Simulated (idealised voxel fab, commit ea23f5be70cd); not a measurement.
process module | voxel spacer lines
cross-section cut | 240 nm wide | cells 5 nm
A cross-section is a grid of square cells, given in bands from the top down. A band is one or more rows of cells.
Each band's line starts with the height of the band's top and of its bottom, in nm. Then come its materials from left to right, each with its width in nm. One material with "throughout" fills the band from edge to edge. "air" is empty space.
Height 0 is the level under which the wafer as received is all one material. The lowest band goes on downwards, as in "0 down".
A width such as "30 to 40" changes by the same amount from each row of cells to the next, from the band's top row to its bottom row.
"no change" after a step means that no cell of the cross-section changed.
closed voids: empty space of 8 cells or more with no open way to the top, each as width x height at its distance from the left edge, in nm
after a step's settings: what the simulator itself notes on the step
overlay nm, on a step with a mask: how far to the right of its planned place the mask lay; to the left if negative
plan
1 op RECEIVE | material Si
2 op CONFORMAL_DEP | material SiO2 | thk nm 5
3 op DIRECTIONAL_DEP | material TiN | thk nm 20
4 op DIRECTIONAL_DEP | material aC | thk nm 20
5 op PATTERN | tone cover | mask id MANDREL | material resist | width nm 20 | pitch nm 70 | thk nm 30 | overlay nm 0
6 op DIRECTIONAL_ETCH | etch materials aC | depth nm 20
7 op STRIP | etch materials resist
8 op CONFORMAL_DEP | material SiN | thk nm 15
9 op DIRECTIONAL_ETCH | etch materials SiN | depth nm 15
10 op STRIP | etch materials aC
11 op DIRECTIONAL_ETCH | etch materials TiN | depth nm 20
12 op STRIP | etch materials SiN
13 op FILL_DEP | material SiO2 | thk nm 5
14 op CMP | height nm 25
first wafer, as planned
as received, after step 1
  0 down: Si throughout
  closed voids: none
after step 2
  5 to 0: SiO2 throughout
  below 0: unchanged
after step 3
  25 to 5: TiN throughout
  below 5: unchanged
after step 4
  45 to 25: aC throughout
  below 25: unchanged
after step 5
  75 to 45: air 75 | resist 20 | air 50 | resist 20 | air 75
  below 45: unchanged
after step 6
  55 to 45: air 75 | resist 20 | air 50 | resist 20 | air 75
  45 to 25: air 75 | aC 20 | air 50 | aC 20 | air 75
  below 25: unchanged
after step 7
  45 to 25: air 75 | aC 20 | air 50 | aC 20 | air 75
  below 25: unchanged
after step 8
  60 to 45: air 60 | SiN 50 | air 20 | SiN 50 | air 60
  45 to 40: air 60 | SiN 15 | aC 20 | SiN 15 | air 20 | SiN 15 | aC 20 | SiN 15 | air 60
  40 to 25: SiN 75 | aC 20 | SiN 50 | aC 20 | SiN 75
  below 25: unchanged
after step 9
  45 to 25: air 60 | SiN 15 | aC 20 | SiN 15 | air 20 | SiN 15 | aC 20 | SiN 15 | air 60
  below 25: unchanged
after step 10
  45 to 25: air 60 | SiN 15 | air 20 | SiN 15 | air 20 | SiN 15 | air 20 | SiN 15 | air 60
  below 25: unchanged
after step 11
  45 to 25: air 60 | SiN 15 | air 20 | SiN 15 | air 20 | SiN 15 | air 20 | SiN 15 | air 60
  25 to 5: air 60 | TiN 15 | air 20 | TiN 15 | air 20 | TiN 15 | air 20 | TiN 15 | air 60
  below 5: unchanged
after step 12
  25 to 5: air 60 | TiN 15 | air 20 | TiN 15 | air 20 | TiN 15 | air 20 | TiN 15 | air 60
  below 5: unchanged
after step 13
  30 to 25: SiO2 throughout
  25 to 5: SiO2 60 | TiN 15 | SiO2 20 | TiN 15 | SiO2 20 | TiN 15 | SiO2 20 | TiN 15 | SiO2 60
  below 5: unchanged
after step 14
  25 to 5: SiO2 60 | TiN 15 | SiO2 20 | TiN 15 | SiO2 20 | TiN 15 | SiO2 20 | TiN 15 | SiO2 60
  below 5: unchanged
second wafer: like start, like plan, one mistake. Through step 13 it matches the first wafer
when step 14 should have ended
  15 to 5: SiO2 60 | TiN 15 | SiO2 20 | TiN 15 | SiO2 20 | TiN 15 | SiO2 20 | TiN 15 | SiO2 60
  below 5: unchanged
what went wrong: step 14 ran as: op CMP | height nm 15
at the end the second wafer has, in cells: 72 fewer of SiO2 | 24 fewer of TiN
